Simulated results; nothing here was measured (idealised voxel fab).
Presented below is a process module, voxel self aligned vias.
It is cross-section cut that appears here, measuring 210 nm in width, its square cells being 5 nm in size.
In what follows, cross-sections appear as grids of square cells, described through bands that run from the top down, where every band is one or more rows of cells.
Each band's line starts with the height of the band's top and of its bottom, in nm. Then come its materials from left to right, each with its width in nm. One material with "edge to edge" fills the band from edge to edge. "empty" is empty space.
Note: height 0 marks the level under which the wafer is uniformly one material as received. Lowest band unbounded below, written "from 0 down".
Quick explanation for "30 to 40": the width changes in equal steps down the rows of cells, from the first number in the band's top row to the second number in its bottom row.
For the purposes of this document, the phrase "stayed the same" attached to a step denotes that no cell within the cross-section was modified by that step.
Voids not open to the top, 8 cells minimum: see "Enclosed internal voids". Written width x height at distance; distance is from the left edge; nm.
Past the settings on a step's line: simulator remark, on that step.
overlay nm: mask offset rightward from planned place, masked step; negative means leftward offset.
-- Listed below are the process steps as planned
1) RECEIVE [material Si]
2) CONFORMAL_DEP [material SiO2] [thk nm 10]
3) CONFORMAL_DEP [material SiCN] [thk nm 5]
4) DIRECTIONAL_DEP [material SiO2] [thk nm 30]
5) DIRECTIONAL_DEP [material aC] [thk nm 10]
6) PATTERN [tone open] [mask id LINES] [material resist] [width nm 25] [pitch nm 55] [thk nm 25] [overlay nm 0]
7) DIRECTIONAL_ETCH [etch materials aC] [depth nm 10]
8) STRIP [etch materials resist]
9) DIRECTIONAL_ETCH [etch materials SiO2] [depth nm 30]
10) STRIP [etch materials aC]
11) CONFORMAL_DEP [material TiN] [thk nm 5]
12) FILL_DEP [material Ru] [thk nm 5]
13) CMP [height nm 45]
14) SELECTIVE_ETCH [etch materials W Ru TiN] [depth nm 10]
15) FILL_DEP [material SiN] [thk nm 5]
16) CMP [height nm 45]
17) DIRECTIONAL_DEP [material SiO2] [thk nm 15]
18) PATTERN [tone open] [mask id VIAS] [material resist] [width nm 35] [thk nm 15] [overlay nm 0]
19) DIRECTIONAL_ETCH [etch materials SiO2] [depth nm 15]
20) DIRECTIONAL_ETCH [etch materials SiN] [depth nm 10]
21) STRIP [etch materials resist]
22) CONFORMAL_DEP [material TiN] [thk nm 5]
23) FILL_DEP [material W] [thk nm 10]
24) CMP [height nm 60]
25) CONFORMAL_DEP [material SiN] [thk nm 5]
-- The first of the two wafers, which ran as planned
-- Step 1 complete: cross-section of the wafer as received
* from 0 down = Si edge to edge
* Enclosed internal voids: none
-- After step 2, in cross-section
* from 10 to 0 = SiO2 edge to edge
* Note: structure below 0 unchanged.
-- After step 3, in cross-section
* from 15 to 10 = SiCN edge to edge
* Note: structure below 10 unchanged.
-- After step 4, in cross-section
* from 45 to 15 = SiO2 edge to edge
* Note: structure below 15 unchanged.
-- After step 5, in cross-section
* from 55 to 45 = aC edge to edge
* Note: structure below 45 unchanged.
-- After step 6, in cross-section
* from 80 to 55 = resist (65), empty (25), resist (30), empty (25), resist (65)
* Note: structure below 55 unchanged.
-- After step 7, in cross-section
* from 70 to 55 = resist (65), empty (25), resist (30), empty (25), resist (65)
* from 55 to 45 = aC (65), empty (25), aC (30), empty (25), aC (65)
* Note: structure below 45 unchanged.
-- After step 8, in cross-section
* from 55 to 45 = aC (65), empty (25), aC (30), empty (25), aC (65)
* Note: structure below 45 unchanged.
-- After step 9, in cross-section
* from 55 to 45 = aC (65), empty (25), aC (30), empty (25), aC (65)
* from 45 to 15 = SiO2 (65), empty (25), SiO2 (30), empty (25), SiO2 (65)
* Note: structure below 15 unchanged.
-- After step 10, in cross-section
* from 45 to 15 = SiO2 (65), empty (25), SiO2 (30), empty (25), SiO2 (65)
* Note: structure below 15 unchanged.
-- After step 11, in cross-section
* from 50 to 45 = TiN (70), empty (15), TiN (40), empty (15), TiN (70)
* from 45 to 20 = SiO2 (65), TiN (5), empty (15), TiN (5), SiO2 (30), TiN (5), empty (15), TiN (5), SiO2 (65)
* from 20 to 15 = SiO2 (65), TiN (25), SiO2 (30), TiN (25), SiO2 (65)
* Note: structure below 15 unchanged.
-- After step 12, in cross-section
* from 55 to 50 = Ru edge to edge
* from 50 to 45 = TiN (70), Ru (15), TiN (40), Ru (15), TiN (70)
* from 45 to 20 = SiO2 (65), TiN (5), Ru (15), TiN (5), SiO2 (30), TiN (5), Ru (15), TiN (5), SiO2 (65)
* Note: structure below 20 unchanged.
-- After step 13, in cross-section
* from 45 to 20 = SiO2 (65), TiN (5), Ru (15), TiN (5), SiO2 (30), TiN (5), Ru (15), TiN (5), SiO2 (65)
* Note: structure below 20 unchanged.
-- After step 14, in cross-section
* from 45 to 35 = SiO2 (65), empty (25), SiO2 (30), empty (25), SiO2 (65)
* Note: structure below 35 unchanged.
-- After step 15, in cross-section
* from 50 to 45 = SiN edge to edge
* from 45 to 35 = SiO2 (65), SiN (25), SiO2 (30), SiN (25), SiO2 (65)
* Note: structure below 35 unchanged.
-- After step 16, in cross-section
* from 45 to 35 = SiO2 (65), SiN (25), SiO2 (30), SiN (25), SiO2 (65)
* Note: structure below 35 unchanged.
-- After step 17, in cross-section
* from 60 to 45 = SiO2 edge to edge
* Note: structure below 45 unchanged.
-- After step 18, in cross-section
* from 75 to 60 = resist (60), empty (35), resist (115)
* Note: structure below 60 unchanged.
-- After step 19, in cross-section
* from 75 to 60 = resist (60), empty (35), resist (115)
* from 60 to 45 = SiO2 (60), empty (35), SiO2 (115)
* Note: structure below 45 unchanged.
-- After step 20, in cross-section
* from 75 to 60 = resist (60), empty (35), resist (115)
* from 60 to 45 = SiO2 (60), empty (35), SiO2 (115)
* from 45 to 35 = SiO2 (65), empty (25), SiO2 (30), SiN (25), SiO2 (65)
* Note: structure below 35 unchanged.
-- After step 21, in cross-section
* from 60 to 45 = SiO2 (60), empty (35), SiO2 (115)
* Note: structure below 45 unchanged.
-- After step 22, in cross-section
* from 65 to 60 = TiN (65), empty (25), TiN (120)
* from 60 to 50 = SiO2 (60), TiN (5), empty (25), TiN (5), SiO2 (115)
* from 50 to 45 = SiO2 (60), TiN (10), empty (15), TiN (10), SiO2 (115)
* from 45 to 40 = SiO2 (65), TiN (5), empty (15), TiN (5), SiO2 (30), SiN (25), SiO2 (65)
* from 40 to 35 = SiO2 (65), TiN (25), SiO2 (30), SiN (25), SiO2 (65)
* Note: structure below 35 unchanged.
-- After step 23, in cross-section
* from 75 to 65 = W edge to edge
* from 65 to 60 = TiN (65), W (25), TiN (120)
* from 60 to 50 = SiO2 (60), TiN (5), W (25), TiN (5), SiO2 (115)
* from 50 to 45 = SiO2 (60), TiN (10), W (15), TiN (10), SiO2 (115)
* from 45 to 40 = SiO2 (65), TiN (5), W (15), TiN (5), SiO2 (30), SiN (25), SiO2 (65)
* Note: structure below 40 unchanged.
-- After step 24, in cross-section
* from 60 to 50 = SiO2 (60), TiN (5), W (25), TiN (5), SiO2 (115)
* Note: structure below 50 unchanged.
-- After step 25, in cross-section
* from 65 to 60 = SiN edge to edge
* Note: structure below 60 unchanged.
-- Regarding the second of the two wafers: it shared the first wafer's starting condition and process plan, yet one error occurred during its execution. Its history coincides with that of the first wafer up to and including step 17
-- X-section, second wafer, when step 18 was due to finish
* from 75 to 60 = resist (55), empty (45), resist (110)
* Note: structure below 60 unchanged.
-- X-section, second wafer, when step 19 was due to finish
* from 75 to 60 = resist (55), empty (45), resist (110)
* from 60 to 45 = SiO2 (55), empty (45), SiO2 (110)
* Note: structure below 45 unchanged.
-- X-section, second wafer, when step 20 was due to finish
* from 75 to 60 = resist (55), empty (45), resist (110)
* from 60 to 45 = SiO2 (55), empty (45), SiO2 (110)
* from 45 to 35 = SiO2 (65), empty (25), SiO2 (30), SiN (25), SiO2 (65)
* Note: structure below 35 unchanged.
-- X-section, second wafer, when step 21 was due to finish
* from 60 to 45 = SiO2 (55), empty (45), SiO2 (110)
* Note: structure below 45 unchanged.
-- X-section, second wafer, when step 22 was due to finish
* from 65 to 60 = TiN (60), empty (35), TiN (115)
* from 60 to 50 = SiO2 (55), TiN (5), empty (35), TiN (5), SiO2 (110)
* from 50 to 45 = SiO2 (55), TiN (15), empty (15), TiN (15), SiO2 (110)
* from 45 to 40 = SiO2 (65), TiN (5), empty (15), TiN (5), SiO2 (30), SiN (25), SiO2 (65)
* from 40 to 35 = SiO2 (65), TiN (25), SiO2 (30), SiN (25), SiO2 (65)
* Note: structure below 35 unchanged.
-- X-section, second wafer, when step 23 was due to finish
* from 75 to 65 = W edge to edge
* from 65 to 60 = TiN (60), W (35), TiN (115)
* from 60 to 50 = SiO2 (55), TiN (5), W (35), TiN (5), SiO2 (110)
* from 50 to 45 = SiO2 (55), TiN (15), W (15), TiN (15), SiO2 (110)
* from 45 to 40 = SiO2 (65), TiN (5), W (15), TiN (5), SiO2 (30), SiN (25), SiO2 (65)
* Note: structure below 40 unchanged.
-- X-section, second wafer, when step 24 was due to finish
* from 60 to 50 = SiO2 (55), TiN (5), W (35), TiN (5), SiO2 (110)
* Note: structure below 50 unchanged.
-- X-section, second wafer, when step 25 was due to finish
* from 65 to 60 = SiN edge to edge
* Note: structure below 60 unchanged.
What was the processing mistake? step 18 went in with a setting other than planned; the actual run was PATTERN [tone open] [mask id VIAS] [material resist] [width nm 45] [thk nm 15] [overlay nm 0]
Cell-count delta at end, second wafer over first, by material: SiO2: 6 fewer, TiN: 2 more, W: 4 more
